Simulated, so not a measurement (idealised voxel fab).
Process module, titled voxel air gaps
cross-section cut | 295 nm wide | cells 5 nm
In what follows, cross-sections appear as grids of square cells, described through bands that run from the top down, where every band is one or more rows of cells. Heights first: top, then bottom, in nm. Then materials, left to right, each with a width in nm. "full width" on a single material: fills the band edge to edge. "blank": empty space. For the purposes of this specification, 0 denotes the height below which the wafer in its as-received condition is composed wholly of one material, and the lowermost band, lacking a lower limit, extends downward without end, as expressed in "from 0 down". The notation "30..40" denotes a width that varies across the rows of cells in the band, beginning at the first number in the top row, finishing at the second number in the bottom row, and changing by an identical amount from each row to the next. What does "remained unchanged" mean for a step? It means no cell of the cross-section changed in that step. "closed voids" means: voids of 8 cells or more that are shut off from the top with no open way through. Written width x height at distance, distance from the left edge, in nm. What comes after the settings on a step's line is commentary from the simulator itself on that step. overlay nm: how far to the right of its planned place the mask lay on this masked step (negative: to the left).
### Steps in the process plan
| 1 | RECEIVE | material Si |
| 2 | CONFORMAL_DEP | material SiO2 | thk nm 10 |
| 3 | CONFORMAL_DEP | material SiCN | thk nm 5 |
| 4 | DIRECTIONAL_DEP | material SiO2 | thk nm 30 |
| 5 | PATTERN | tone open | mask id LINES | material resist | width nm 25 | pitch nm 55 | thk nm 15 | overlay nm -15 |
| 6 | DIRECTIONAL_ETCH | etch materials SiO2 | depth nm 30 |
| 7 | STRIP | etch materials resist |
| 8 | CONFORMAL_DEP | material TiN | thk nm 5 |
| 9 | FILL_DEP | material Ru | thk nm 5 |
| 10 | CMP | height nm 45 |
| 11 | EPI | material Ru | thk nm 10 |
| 12 | SELECTIVE_ETCH | etch materials SiO2 | depth nm 40 |
| 13 | CONFORMAL_DEP | material SiCN | thk nm 5 |
Where the wafers of this document differ is in the overlay nm of step 5; they start out the same, and the plan states the value that applied to the first wafer.
### Received condition of the first of several wafers, sectioned: post-step 1
> from 0 down: Si full width
> closed voids: none
### After the module's final step, step 13: the first of several wafers in cross-section
> from 60 to 55: 20 of blank, 220 of SiCN, 55 of blank
> from 55 to 45: 20 of blank, 5 of SiCN, 45 of Ru, 10 of SiCN, 45 of Ru, 10 of SiCN, 45 of Ru, 10 of SiCN, 45 of Ru, 5 of SiCN, 55 of blank
> from 45 to 40: 20 of blank, 15 of SiCN, 5 of TiN, 15 of Ru, 5 of TiN, 30 of SiCN, 5 of TiN, 15 of Ru, 5 of TiN, 30 of SiCN, 5 of TiN, 15 of Ru, 5 of TiN, 30 of SiCN, 5 of TiN, 15 of Ru, 5 of TiN, 15 of SiCN, 55 of blank
> from 40 to 20: 30 of blank, 5 of SiCN, 5 of TiN, 15 of Ru, 5 of TiN, 5 of SiCN, 20 of blank, 5 of SiCN, 5 of TiN, 15 of Ru, 5 of TiN, 5 of SiCN, 20 of blank, 5 of SiCN, 5 of TiN, 15 of Ru, 5 of TiN, 5 of SiCN, 20 of blank, 5 of SiCN, 5 of TiN, 15 of Ru, 5 of TiN, 5 of SiCN, 65 of blank
> from 20 to 15: 35 of SiCN, 25 of TiN, 30 of SiCN, 25 of TiN, 30 of SiCN, 25 of TiN, 30 of SiCN, 25 of TiN, 70 of SiCN
> from 15 to 10: SiCN full width
> from 10 to 0: SiO2 full width
> from 0 down: Si full width
> closed voids: 20 x 20 at 65; 20 x 20 at 120; 20 x 20 at 175
### Cross-section of the final wafer among several, taken at the end of the module
> from 60 to 55: 50 of blank, 220 of SiCN, 25 of blank
> from 55 to 45: 50 of blank, 5 of SiCN, 45 of Ru, 10 of SiCN, 45 of Ru, 10 of SiCN, 45 of Ru, 10 of SiCN, 45 of Ru, 5 of SiCN, 25 of blank
> from 45 to 40: 50 of blank, 15 of SiCN, 5 of TiN, 15 of Ru, 5 of TiN, 30 of SiCN, 5 of TiN, 15 of Ru, 5 of TiN, 30 of SiCN, 5 of TiN, 15 of Ru, 5 of TiN, 30 of SiCN, 5 of TiN, 15 of Ru, 5 of TiN, 15 of SiCN, 25 of blank
> from 40 to 20: 60 of blank, 5 of SiCN, 5 of TiN, 15 of Ru, 5 of TiN, 5 of SiCN, 20 of blank, 5 of SiCN, 5 of TiN, 15 of Ru, 5 of TiN, 5 of SiCN, 20 of blank, 5 of SiCN, 5 of TiN, 15 of Ru, 5 of TiN, 5 of SiCN, 20 of blank, 5 of SiCN, 5 of TiN, 15 of Ru, 5 of TiN, 5 of SiCN, 35 of blank
> from 20 to 15: 65 of SiCN, 25 of TiN, 30 of SiCN, 25 of TiN, 30 of SiCN, 25 of TiN, 30 of SiCN, 25 of TiN, 40 of SiCN
> from 15 to 10: SiCN full width
> from 10 to 0: SiO2 full width
> from 0 down: Si full width
> closed voids: 20 x 20 at 95; 20 x 20 at 150; 20 x 20 at 205
### The following table contains a row per wafer, in which are reported, at the conclusion of the module, the cells of each material gained (+) or lost (-) since the wafer's receipt, with its closed voids given thereafter
overlay nm -15 | +132 Ru | +214 SiCN | +118 SiO2 | +60 TiN | closed voids: 20 x 20 at 65; 20 x 20 at 120; 20 x 20 at 175
overlay nm -10 | +132 Ru | +214 SiCN | +118 SiO2 | +60 TiN | closed voids: 20 x 20 at 70; 20 x 20 at 125; 20 x 20 at 180
overlay nm -5 | +132 Ru | +214 SiCN | +118 SiO2 | +60 TiN | closed voids: 20 x 20 at 75; 20 x 20 at 130; 20 x 20 at 185
overlay nm 0 | +132 Ru | +214 SiCN | +118 SiO2 | +60 TiN | closed voids: 20 x 20 at 80; 20 x 20 at 135; 20 x 20 at 190
overlay nm 5 | +132 Ru | +214 SiCN | +118 SiO2 | +60 TiN | closed voids: 20 x 20 at 85; 20 x 20 at 140; 20 x 20 at 195
overlay nm 10 | +132 Ru | +214 SiCN | +118 SiO2 | +60 TiN | closed voids: 20 x 20 at 90; 20 x 20 at 145; 20 x 20 at 200
overlay nm 15 | +132 Ru | +214 SiCN | +118 SiO2 | +60 TiN | closed voids: 20 x 20 at 95; 20 x 20 at 150; 20 x 20 at 205
